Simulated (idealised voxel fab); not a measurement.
Name of the process module below: voxel double patterning
Pictured: cross-section cut, 220 nm wide, on a grid of 5 nm square cells.
Cross-section layout: square cells on a grid; listed as bands, top to bottom; a band spans one or more cell rows.
Within each band entry, the heights of the top and of the bottom of the band appear first, in that order and in nm; the materials of the band then follow from left to right, each with its corresponding width in nm. The designation "full width" on a single material indicates that it fills the band from edge to edge; the designation "air" indicates empty space.
For the purposes of this specification, 0 denotes the height below which the wafer in its as-received condition is composed wholly of one material, and the lowermost band, lacking a lower limit, extends downward without end, as expressed in "top 0, no bottom".
It should be noted that a width expressed as "30->40" varies in equal increments from row to row of cells within the band, taking the value of the first number at the top row and that of the second number at the bottom row.
The designation "everything unchanged", where it is given for a processing step, indicates that no cell of the cross-section was altered in the course of that step.
Under "Closed voids list" you'll find the enclosed gaps, the ones with no way out to the top, that are 8 cells or bigger; each reads width x height at distance, with distance counted from the left edge, everything in nm.
Text after the settings on a step's line: the simulator's own remark on that step.
overlay nm, on a step with a mask: how far to the right of its planned place the mask lay; to the left if negative

**Planned step list for the process**
step 1: RECEIVE: material Si
step 2: CONFORMAL_DEP: material SiO2, thk nm 10
step 3: DIRECTIONAL_DEP: material TiN, thk nm 20
step 4: DIRECTIONAL_DEP: material SiCN, thk nm 5
step 5: MASKED_ETCH: tone open, mask id FIRST, width nm 15, pitch nm 50, etch materials SiCN, depth nm 5, overlay nm 0
step 6: DIRECTIONAL_DEP: material aC, thk nm 15
step 7: PATTERN: tone open, mask id SECOND, material resist, width nm 15, pitch nm 50, thk nm 35, overlay nm 0
step 8: DIRECTIONAL_ETCH: etch materials aC, depth nm 15
step 9: STRIP: etch materials resist
step 10: DIRECTIONAL_ETCH: etch materials SiCN, depth nm 5
step 11: STRIP: etch materials aC
step 12: DIRECTIONAL_ETCH: etch materials TiN, depth nm 20
step 13: STRIP: etch materials SiCN
Every wafer here starts from the same state; it is the step 5 width nm that distinguishes them, and the value the plan gives belongs to the first wafer.

**As-received cross-section, first of several wafers, post step 1**
> top 0, no bottom  Si full width
> Closed voids list: none

**First of several wafers: cross-section at the end of the module, after step 13, its last step**
> top 30, bottom 10  TiN 50 nm, air 15 nm, TiN 10 nm, air 15 nm, TiN 10 nm, air 15 nm, TiN 10 nm, air 15 nm, TiN 10 nm, air 15 nm, TiN 55 nm
> top 10, bottom 0  SiO2 full width
> top 0, no bottom  Si full width
> Closed voids list: none

**Showing the last wafer in cross-section at the end of the module**
> top 30, bottom 10  TiN 45 nm, air 45 nm, TiN 5 nm, air 45 nm, TiN 5 nm, air 30 nm, TiN 45 nm
> top 10, bottom 0  SiO2 full width
> top 0, no bottom  Si full width
> Closed voids list: none

**Row per wafer, end-of-module: cell gain (+)/loss (-) by material since the wafer came in, then closed voids**
width nm 15, +88 SiO2, +116 TiN, Closed voids list: none
width nm 20, +88 SiO2, +104 TiN, Closed voids list: none
width nm 25, +88 SiO2, +92 TiN, Closed voids list: none
width nm 30, +88 SiO2, +80 TiN, Closed voids list: none
